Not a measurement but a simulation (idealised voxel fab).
This is a process module. Its name is voxel air gaps.
Section shown: cut. Width: 175 nm. Cell size: 5 nm, square.
Cross-sections here: square-cell grids, written as top-down lists of bands, a band being one or more rows of cells. Per band: top height and bottom height in nm, followed by the left-to-right materials and their widths in nm; "everywhere" marks a single material spanning edge to edge, "empty" marks empty space. Heights are measured from 0, the level below which the as-received wafer is all one material; the lowest band has no bottom and continues downward, written as in "0 down". When a width is written as two numbers, as in "30..40", the first number is the width in the top row of cells of the band and the second is the width in its bottom row, and the width changes by the same amount from each row to the next. No cell of the cross-section changed in a step that is given as "no modifications". Look at "Closed void roster" for the closed voids: empty spaces with no open path to the top, sized 8 cells or up. Each is width x height at distance, distance from the left edge, all nm. Step line, after settings: the simulator's comment on this step. Regarding "overlay nm": on a step with a mask, it is the distance the mask lay to the right of its planned place; a negative value places it to the left.
# plan
1: op RECEIVE | material Si
2: op CONFORMAL_DEP | material SiO2 | thk nm 15
3: op CONFORMAL_DEP | material SiCN | thk nm 5
4: op DIRECTIONAL_DEP | material SiO2 | thk nm 30
5: op DIRECTIONAL_DEP | material aC | thk nm 15
6: op PATTERN | tone open | mask id LINES | material resist | width nm 25 | pitch nm 50 | thk nm 35 | overlay nm -10
7: op DIRECTIONAL_ETCH | etch materials aC | depth nm 15
8: op STRIP | etch materials resist
9: op DIRECTIONAL_ETCH | etch materials SiO2 | depth nm 30
10: op STRIP | etch materials aC
11: op CONFORMAL_DEP | material TiN | thk nm 5
12: op FILL_DEP | material Cu | thk nm 10
13: op CMP | height nm 50
14: op EPI | material Ru | thk nm 10
15: op SELECTIVE_ETCH | etch materials SiO2 | depth nm 40
16: op CONFORMAL_DEP | material SiCN | thk nm 5
Split variable: overlay nm, step 6. Plan value = first wafer. Wafers start alike.
# Received wafers, first of several: cross-section after step 1
  0 down  Si everywhere
  Closed void roster: none
# Heads up, this table goes wafer by wafer. A row tells you, at the end of the module, how many cells of each material that wafer has put on (+) or dropped (-) since it was received, and then its closed voids
overlay nm -10 | +45 Cu | +54 Ru | +134 SiCN | +105 SiO2 | +45 TiN | Closed void roster: 10 x 20 at 0; 15 x 20 at 45; 15 x 20 at 95
overlay nm -5 | +45 Cu | +54 Ru | +134 SiCN | +105 SiO2 | +45 TiN | Closed void roster: 15 x 20 at 50; 15 x 20 at 100
overlay nm 0 | +45 Cu | +54 Ru | +134 SiCN | +105 SiO2 | +45 TiN | Closed void roster: 15 x 20 at 55; 15 x 20 at 105
overlay nm 5 | +45 Cu | +54 Ru | +134 SiCN | +105 SiO2 | +45 TiN | Closed void roster: 15 x 20 at 60; 15 x 20 at 110
overlay nm 10 | +45 Cu | +54 Ru | +134 SiCN | +105 SiO2 | +45 TiN | Closed void roster: 15 x 20 at 65; 15 x 20 at 115; 10 x 20 at 165
